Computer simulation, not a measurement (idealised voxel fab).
The process module that follows is named voxel self aligned contacts.
FYI the section here is cut, 300 nm wide, cells are 5 nm squares.
A cross-section is written here as square cells arranged in a grid, and it is given in bands from the top down, each band taking up one or more rows of cells. What a band's entry tells you: where the top is and where the bottom is, as heights in nm, and after that what lies inside, material by material from left to right, each with its width in nm. Empty space is written as the word "air", and a single material marked with the word "all across" occupies the band from edge to edge. Heights are reckoned from 0. Under this level, the received wafer is all of one material. The bottommost band is open-ended downward, for example "0 -> down". A width such as "30 to 40" changes by the same amount from each row of cells to the next, from the band's top row to its bottom row. "no modifications" (step): cross-section cells unchanged, all of them. This entry, "Closed void catalog", enumerates those empty regions of no fewer than 8 cells that possess no open connection to the top. Each region is reported in the form width x height at distance, the distance being taken from the left edge, with all three quantities expressed in nm. That trailing text on a step's line, after the settings, is the simulator's own remark on the step. You can add "overlay nm" to a step's line. For a step with a mask, it describes how far the mask lay to the right of its planned position, and a negative number describes a lay to the left.
### Here's what the planned process steps look like
1: RECEIVE with material Si
2: OXIDIZE with depth nm 5
3: DIRECTIONAL_DEP with material polySi, thk nm 20
4: DIRECTIONAL_DEP with material SiN, thk nm 15
5: MASKED_ETCH with tone cover, mask id GATE, width nm 25, pitch nm 60, etch materials SiN, depth nm 15, overlay nm 0
6: MASKED_ETCH with tone cover, mask id GATE, width nm 25, pitch nm 60, etch materials polySi, depth nm 20, overlay nm 0
7: CONFORMAL_DEP with material SiN, thk nm 5
8: DIRECTIONAL_ETCH with etch materials SiN, depth nm 5
9: FILL_DEP with material SiO2, thk nm 15
10: CMP with height nm 40
11: DIRECTIONAL_DEP with material aC, thk nm 5
12: PATTERN with tone open, mask id CONTACT, material resist, width nm 45, thk nm 30, overlay nm 0
13: DIRECTIONAL_ETCH with etch materials aC, depth nm 10
14: STRIP with etch materials resist
15: DIRECTIONAL_ETCH with etch materials SiO2, depth nm 45
16: STRIP with etch materials aC
17: CONFORMAL_DEP with material TiN, thk nm 5
18: FILL_DEP with material Ru, thk nm 5
19: CMP with height nm 40
20: CONFORMAL_DEP with material SiN, thk nm 5
For this document, wafers share an identical start and vary in the step 11 thk nm; the plan quotes the first wafer's value.
### Received condition of the first of several wafers, sectioned: post-step 1
> 0 -> down: Si all across
> Closed void catalog: none
### Last step of the module is step 20; after it, the first of several wafers in cross-section
> 45 -> 40: SiN all across
> 40 -> 35: 125 SiO2 / 15 TiN / 15 Ru / 15 TiN / 130 SiO2
> 35 -> 20: 100 SiO2 / 35 SiN / 5 TiN / 15 Ru / 5 TiN / 35 SiN / 105 SiO2
> 20 -> 0: 100 SiO2 / 5 SiN / 25 polySi / 5 SiN / 5 TiN / 15 Ru / 5 TiN / 5 SiN / 25 polySi / 5 SiN / 105 SiO2
> 0 -> -5: 135 SiO2 / 25 TiN / 140 SiO2
> -5 -> down: Si all across
> Closed void catalog: none
### The final wafer, sectioned at module end
> 45 -> 40: SiN all across
> 40 -> 35: SiO2 all across
> 35 -> 20: 100 SiO2 / 35 SiN / 25 SiO2 / 35 SiN / 105 SiO2
> 20 -> 0: 100 SiO2 / 5 SiN / 25 polySi / 5 SiN / 25 SiO2 / 5 SiN / 25 polySi / 5 SiN / 105 SiO2
> 0 -> -5: SiO2 all across
> -5 -> down: Si all across
> Closed void catalog: none
### What follows is a table in which each wafer occupies a row; for the wafer as it stands at the close of the module, the row states, material by material, how many cells have been gained (+) or lost (-) since receipt, and then gives its closed voids
thk nm 5, +24 Ru, -60 Si, +118 SiN, +393 SiO2, +25 TiN, +40 polySi, Closed void catalog: none
thk nm 10, +24 Ru, -60 Si, +118 SiN, +393 SiO2, +25 TiN, +40 polySi, Closed void catalog: none
thk nm 15, -60 Si, +118 SiN, +442 SiO2, +40 polySi, Closed void catalog: none
thk nm 20, -60 Si, +118 SiN, +442 SiO2, +40 polySi, Closed void catalog: none
thk nm 25, -60 Si, +118 SiN, +442 SiO2, +40 polySi, Closed void catalog: none
